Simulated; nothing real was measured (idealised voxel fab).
process module | voxel self aligned vias
cross-section cut | 175 nm wide | cells 5 nm
A cross-section is a grid of square cells, given in bands from the top down. A band is one or more rows of cells.
Each band's line starts with the height of the band's top and of its bottom, in nm. Then come its materials from left to right, each with its width in nm. One material with "throughout" fills the band from edge to edge. "air" is empty space.
Height 0 is the level under which the wafer as received is all one material. The lowest band goes on downwards, as in "0 down".
A width such as "30 to 40" changes by the same amount from each row of cells to the next, from the band's top row to its bottom row.
"no change" after a step means that no cell of the cross-section changed.
closed voids: empty space of 8 cells or more with no open way to the top, each as width x height at its distance from the left edge, in nm
after a step's settings: what the simulator itself notes on the step
overlay nm, on a step with a mask: how far to the right of its planned place the mask lay; to the left if negative
plan
1 op RECEIVE | material Si
2 op CONFORMAL_DEP | material SiO2 | thk nm 10
3 op CONFORMAL_DEP | material SiCN | thk nm 5
4 op DIRECTIONAL_DEP | material SiO2 | thk nm 20
5 op DIRECTIONAL_DEP | material aC | thk nm 10
6 op PATTERN | tone open | mask id LINES | material resist | width nm 20 | pitch nm 50 | thk nm 25 | overlay nm -10
7 op DIRECTIONAL_ETCH | etch materials aC | depth nm 10
8 op STRIP | etch materials resist
9 op DIRECTIONAL_ETCH | etch materials SiO2 | depth nm 20
10 op STRIP | etch materials aC
11 op CONFORMAL_DEP | material TiN | thk nm 5
12 op FILL_DEP | material W | thk nm 5
13 op CMP | height nm 35
14 op SELECTIVE_ETCH | etch materials W Ru TiN | depth nm 5
15 op FILL_DEP | material SiN | thk nm 10
16 op CMP | height nm 35
17 op DIRECTIONAL_DEP | material SiO2 | thk nm 15
18 op MASKED_ETCH | tone open | mask id VIAS | width nm 30 | pitch nm 100 | etch materials SiO2 | depth nm 15 | overlay nm 0
19 op MASKED_ETCH | tone open | mask id VIAS | width nm 30 | pitch nm 100 | etch materials SiN | depth nm 5 | overlay nm 0
20 op CONFORMAL_DEP | material TiN | thk nm 5
21 op FILL_DEP | material Ru | thk nm 5
22 op CMP | height nm 50
23 op CONFORMAL_DEP | material SiCN | thk nm 5
varied across the wafers: overlay nm of step 6. The plan shows the first wafer's value. All wafers start alike
first wafer as received, after step 1
  0 down: Si throughout
  closed voids: none
each wafer at the end: cells of each material gained (+) or lost (-) since it was received, then its closed voids
overlay nm -10 | +18 Ru | +70 SiCN | +6 SiN | +231 SiO2 | +48 TiN | +12 W | closed voids: none
overlay nm -5 | +20 Ru | +70 SiCN | +4 SiN | +231 SiO2 | +48 TiN | +12 W | closed voids: none
overlay nm 0 | +20 Ru | +70 SiCN | +4 SiN | +231 SiO2 | +48 TiN | +12 W | closed voids: none
overlay nm 5 | +20 Ru | +70 SiCN | +4 SiN | +231 SiO2 | +48 TiN | +12 W | closed voids: none
overlay nm 10 | +18 Ru | +70 SiCN | +6 SiN | +231 SiO2 | +48 TiN | +12 W | closed voids: none
overlay nm 15 | +16 Ru | +70 SiCN | +8 SiN | +231 SiO2 | +48 TiN | +12 W | closed voids: none
